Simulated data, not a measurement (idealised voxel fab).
Title: Process Module voxel local oxidation
Section shown: cut. Width: 175 nm. Cell size: 5 nm, square.
Each cross-section below is a grid of square cells, stated as bands in top-down order, with one or more rows of cells making up each band.
The entry gives the band's vertical extent as a top height and a bottom height in nm, then its horizontal make-up as materials from left to right, each with a width in nm. "empty" stands for empty space; a single material marked "edge to edge" fills the band edge to edge.
Ref level 0: as-received wafer is one material below here. Bottom band extends down with no lower bound ("0 nm and below").
A two-number width, for instance "30 to 40", indicates that the width is equal to the first number in the top row of the band and to the second number in the bottom row, and that it changes by a constant amount per row of cells.
"remained unchanged" means the step left every cell of the cross-section as it was.
In the "Trapped void list" entry, you get each enclosed empty space of 8 cells or more, one with no open way to the top, written width x height at distance, distance from the left edge, in nm.
Text after the settings on a step's line: the simulator's own remark on that step.
overlay nm: for a step with a mask, the amount by which the mask lay right of where it was planned; a negative amount means left of it.

**Process steps - plan**
| 1 | RECEIVE with material Si |
| 2 | CONFORMAL_DEP with material SiO2, thk nm 5 |
| 3 | CONFORMAL_DEP with material SiN, thk nm 15 |
| 4 | MASKED_ETCH with tone cover, mask id ACTIVE, width nm 90, etch materials SiN, depth nm 15, overlay nm 0 |
| 5 | SELECTIVE_ETCH with etch materials SiO2, depth nm 5 |
| 6 | OXIDIZE with depth nm 15 |
| 7 | STRIP with etch materials SiN |

**Cross-section of the wafer as it came to us, i.e., already through step 1**
* 0 nm and below = Si edge to edge
* Trapped void list: none

**Post-module cross-section of the first of two wafers (run per plan)**
* 5 nm to 0 nm = 45 nm empty | 80 nm SiO2 | 50 nm empty
* 0 nm to -15 nm = 60 nm SiO2 | 50 nm Si | 65 nm SiO2
* -15 nm and below = Si edge to edge
* Trapped void list: none

**second wafer at the end: like start, like plan, one mistake**
* 5 nm to 0 nm = 55 nm empty | 60 nm SiO2 | 60 nm empty
* 0 nm to -15 nm = 70 nm SiO2 | 30 nm Si | 75 nm SiO2
* -15 nm and below = Si edge to edge
* Trapped void list: none
What went wrong in running the wafer? step 5 did not use the planned setting and instead ran as SELECTIVE_ETCH with etch materials SiO2, depth nm 15
at the end the second wafer has, in cells: -12 Si | +8 SiO2
